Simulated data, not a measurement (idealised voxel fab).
process module | voxel self aligned vias
cross-section cut | 275 nm wide | cells 5 nm
A cross-section is a grid of square cells, given in bands from the top down. A band is one or more rows of cells.
Each band's line starts with the height of the band's top and of its bottom, in nm. Then come its materials from left to right, each with its width in nm. One material with "throughout" fills the band from edge to edge. "air" is empty space.
Height 0 is the level under which the wafer as received is all one material. The lowest band goes on downwards, as in "0 down".
A width such as "30 to 40" changes by the same amount from each row of cells to the next, from the band's top row to its bottom row.
"no change" after a step means that no cell of the cross-section changed.
closed voids: empty space of 8 cells or more with no open way to the top, each as width x height at its distance from the left edge, in nm
after a step's settings: what the simulator itself notes on the step
overlay nm, on a step with a mask: how far to the right of its planned place the mask lay; to the left if negative
plan
1 op RECEIVE | material Si
2 op CONFORMAL_DEP | material SiO2 | thk nm 15
3 op CONFORMAL_DEP | material SiCN | thk nm 5
4 op DIRECTIONAL_DEP | material SiO2 | thk nm 25
5 op DIRECTIONAL_DEP | material aC | thk nm 15
6 op PATTERN | tone open | mask id LINES | material resist | width nm 30 | pitch nm 70 | thk nm 30 | overlay nm 0
7 op DIRECTIONAL_ETCH | etch materials aC | depth nm 15
8 op STRIP | etch materials resist
9 op DIRECTIONAL_ETCH | etch materials SiO2 | depth nm 25
10 op STRIP | etch materials aC
11 op CONFORMAL_DEP | material TiN | thk nm 5
12 op FILL_DEP | material W | thk nm 5
13 op CMP | height nm 45
14 op SELECTIVE_ETCH | etch materials W Ru TiN | depth nm 10
15 op FILL_DEP | material SiN | thk nm 10
16 op CMP | height nm 45
17 op DIRECTIONAL_DEP | material SiO2 | thk nm 15
18 op PATTERN | tone open | mask id VIAS | material resist | width nm 40 | pitch nm 70 | thk nm 15 | overlay nm 0
19 op DIRECTIONAL_ETCH | etch materials SiO2 | depth nm 15
20 op DIRECTIONAL_ETCH | etch materials SiN | depth nm 10
21 op STRIP | etch materials resist
22 op CONFORMAL_DEP | material TiN | thk nm 5
23 op FILL_DEP | material Cu | thk nm 10
24 op CMP | height nm 60
25 op CONFORMAL_DEP | material SiCN | thk nm 5
first wafer, as planned
as received, after step 1
  0 down: Si throughout
  closed voids: none
after step 2
  15 to 0: SiO2 throughout
  below 0: unchanged
after step 3
  20 to 15: SiCN throughout
  below 15: unchanged
after step 4
  45 to 20: SiO2 throughout
  below 20: unchanged
after step 5
  60 to 45: aC throughout
  below 45: unchanged
after step 6
  90 to 60: resist 85 | air 30 | resist 40 | air 30 | resist 90
  below 60: unchanged
after step 7
  75 to 60: resist 85 | air 30 | resist 40 | air 30 | resist 90
  60 to 45: aC 85 | air 30 | aC 40 | air 30 | aC 90
  below 45: unchanged
after step 8
  60 to 45: aC 85 | air 30 | aC 40 | air 30 | aC 90
  below 45: unchanged
after step 9
  60 to 45: aC 85 | air 30 | aC 40 | air 30 | aC 90
  45 to 20: SiO2 85 | air 30 | SiO2 40 | air 30 | SiO2 90
  below 20: unchanged
after step 10
  45 to 20: SiO2 85 | air 30 | SiO2 40 | air 30 | SiO2 90
  below 20: unchanged
after step 11
  50 to 45: TiN 90 | air 20 | TiN 50 | air 20 | TiN 95
  45 to 25: SiO2 85 | TiN 5 | air 20 | TiN 5 | SiO2 40 | TiN 5 | air 20 | TiN 5 | SiO2 90
  25 to 20: SiO2 85 | TiN 30 | SiO2 40 | TiN 30 | SiO2 90
  below 20: unchanged
after step 12
  55 to 50: W throughout
  50 to 45: TiN 90 | W 20 | TiN 50 | W 20 | TiN 95
  45 to 25: SiO2 85 | TiN 5 | W 20 | TiN 5 | SiO2 40 | TiN 5 | W 20 | TiN 5 | SiO2 90
  below 25: unchanged
after step 13
  45 to 25: SiO2 85 | TiN 5 | W 20 | TiN 5 | SiO2 40 | TiN 5 | W 20 | TiN 5 | SiO2 90
  below 25: unchanged
after step 14
  45 to 35: SiO2 85 | air 30 | SiO2 40 | air 30 | SiO2 90
  below 35: unchanged
after step 15
  55 to 45: SiN throughout
  45 to 35: SiO2 85 | SiN 30 | SiO2 40 | SiN 30 | SiO2 90
  below 35: unchanged
after step 16
  45 to 35: SiO2 85 | SiN 30 | SiO2 40 | SiN 30 | SiO2 90
  below 35: unchanged
after step 17
  60 to 45: SiO2 throughout
  below 45: unchanged
after step 18
  75 to 60: resist 80 | air 40 | resist 30 | air 40 | resist 85
  below 60: unchanged
after step 19
  75 to 60: resist 80 | air 40 | resist 30 | air 40 | resist 85
  60 to 45: SiO2 80 | air 40 | SiO2 30 | air 40 | SiO2 85
  below 45: unchanged
after step 20
  75 to 60: resist 80 | air 40 | resist 30 | air 40 | resist 85
  60 to 45: SiO2 80 | air 40 | SiO2 30 | air 40 | SiO2 85
  45 to 35: SiO2 85 | air 30 | SiO2 40 | air 30 | SiO2 90
  below 35: unchanged
after step 21
  60 to 45: SiO2 80 | air 40 | SiO2 30 | air 40 | SiO2 85
  below 45: unchanged
after step 22
  65 to 60: TiN 85 | air 30 | TiN 40 | air 30 | TiN 90
  60 to 50: SiO2 80 | TiN 5 | air 30 | TiN 5 | SiO2 30 | TiN 5 | air 30 | TiN 5 | SiO2 85
  50 to 40: SiO2 80 to 85 | TiN 10 to 5 | air 20 | TiN 10 to 5 | SiO2 30 to 40 | TiN 10 to 5 | air 20 | TiN 10 to 5 | SiO2 85 to 90
  40 to 35: SiO2 85 | TiN 30 | SiO2 40 | TiN 30 | SiO2 90
  below 35: unchanged
after step 23
  75 to 65: Cu throughout
  65 to 60: TiN 85 | Cu 30 | TiN 40 | Cu 30 | TiN 90
  60 to 50: SiO2 80 | TiN 5 | Cu 30 | TiN 5 | SiO2 30 | TiN 5 | Cu 30 | TiN 5 | SiO2 85
  50 to 40: SiO2 80 to 85 | TiN 10 to 5 | Cu 20 | TiN 10 to 5 | SiO2 30 to 40 | TiN 10 to 5 | Cu 20 | TiN 10 to 5 | SiO2 85 to 90
  below 40: unchanged
after step 24
  60 to 50: SiO2 80 | TiN 5 | Cu 30 | TiN 5 | SiO2 30 | TiN 5 | Cu 30 | TiN 5 | SiO2 85
  below 50: unchanged
after step 25
  65 to 60: SiCN throughout
  below 60: unchanged
second wafer: like start, like plan, one mistake. Through step 5 it matches the first wafer
when step 6 should have ended
  90 to 60: resist 85 | air 35 | resist 35 | air 35 | resist 85
  below 60: unchanged
when step 7 should have ended
  75 to 60: resist 85 | air 35 | resist 35 | air 35 | resist 85
  60 to 45: aC 85 | air 35 | aC 35 | air 35 | aC 85
  below 45: unchanged
when step 8 should have ended
  60 to 45: aC 85 | air 35 | aC 35 | air 35 | aC 85
  below 45: unchanged
when step 9 should have ended
  60 to 45: aC 85 | air 35 | aC 35 | air 35 | aC 85
  45 to 20: SiO2 85 | air 35 | SiO2 35 | air 35 | SiO2 85
  below 20: unchanged
when step 10 should have ended
  45 to 20: SiO2 85 | air 35 | SiO2 35 | air 35 | SiO2 85
  below 20: unchanged
when step 11 should have ended
  50 to 45: TiN 90 | air 25 | TiN 45 | air 25 | TiN 90
  45 to 25: SiO2 85 | TiN 5 | air 25 | TiN 5 | SiO2 35 | TiN 5 | air 25 | TiN 5 | SiO2 85
  25 to 20: SiO2 85 | TiN 35 | SiO2 35 | TiN 35 | SiO2 85
  below 20: unchanged
when step 12 should have ended
  55 to 50: W throughout
  50 to 45: TiN 90 | W 25 | TiN 45 | W 25 | TiN 90
  45 to 25: SiO2 85 | TiN 5 | W 25 | TiN 5 | SiO2 35 | TiN 5 | W 25 | TiN 5 | SiO2 85
  below 25: unchanged
when step 13 should have ended
  45 to 25: SiO2 85 | TiN 5 | W 25 | TiN 5 | SiO2 35 | TiN 5 | W 25 | TiN 5 | SiO2 85
  below 25: unchanged
when step 14 should have ended
  45 to 35: SiO2 85 | air 35 | SiO2 35 | air 35 | SiO2 85
  below 35: unchanged
when step 15 should have ended
  55 to 45: SiN throughout
  45 to 35: SiO2 85 | SiN 35 | SiO2 35 | SiN 35 | SiO2 85
  below 35: unchanged
when step 16 should have ended
  45 to 35: SiO2 85 | SiN 35 | SiO2 35 | SiN 35 | SiO2 85
  below 35: unchanged
when step 17 should have ended
  60 to 45: SiO2 throughout
  below 45: unchanged
when step 18 should have ended
  75 to 60: resist 80 | air 40 | resist 30 | air 40 | resist 85
  below 60: unchanged
when step 19 should have ended
  75 to 60: resist 80 | air 40 | resist 30 | air 40 | resist 85
  60 to 45: SiO2 80 | air 40 | SiO2 30 | air 40 | SiO2 85
  below 45: unchanged
when step 20 should have ended
  75 to 60: resist 80 | air 40 | resist 30 | air 40 | resist 85
  60 to 45: SiO2 80 | air 40 | SiO2 30 | air 40 | SiO2 85
  45 to 35: SiO2 85 | air 35 | SiO2 35 | air 35 | SiO2 85
  below 35: unchanged
when step 21 should have ended
  60 to 45: SiO2 80 | air 40 | SiO2 30 | air 40 | SiO2 85
  below 45: unchanged
when step 22 should have ended
  65 to 60: TiN 85 | air 30 | TiN 40 | air 30 | TiN 90
  60 to 50: SiO2 80 | TiN 5 | air 30 | TiN 5 | SiO2 30 | TiN 5 | air 30 | TiN 5 | SiO2 85
  50 to 40: SiO2 80 to 85 | TiN 10 to 5 | air 25 | TiN 5 | SiO2 30 to 35 | TiN 10 to 5 | air 25 | TiN 5 | SiO2 85
  40 to 35: SiO2 85 | TiN 35 | SiO2 35 | TiN 35 | SiO2 85
  below 35: unchanged
when step 23 should have ended
  75 to 65: Cu throughout
  65 to 60: TiN 85 | Cu 30 | TiN 40 | Cu 30 | TiN 90
  60 to 50: SiO2 80 | TiN 5 | Cu 30 | TiN 5 | SiO2 30 | TiN 5 | Cu 30 | TiN 5 | SiO2 85
  50 to 40: SiO2 80 to 85 | TiN 10 to 5 | Cu 25 | TiN 5 | SiO2 30 to 35 | TiN 10 to 5 | Cu 25 | TiN 5 | SiO2 85
  below 40: unchanged
when step 24 should have ended
  60 to 50: SiO2 80 | TiN 5 | Cu 30 | TiN 5 | SiO2 30 | TiN 5 | Cu 30 | TiN 5 | SiO2 85
  below 50: unchanged
when step 25 should have ended
  65 to 60: SiCN throughout
  below 60: unchanged
what went wrong: step 6 ran as: op PATTERN | tone open | mask id LINES | material resist | width nm 35 | pitch nm 70 | thk nm 30 | overlay nm 0
at the end the second wafer has, in cells: 4 more of Cu | 10 fewer of SiO2 | 2 more of TiN | 4 more of W
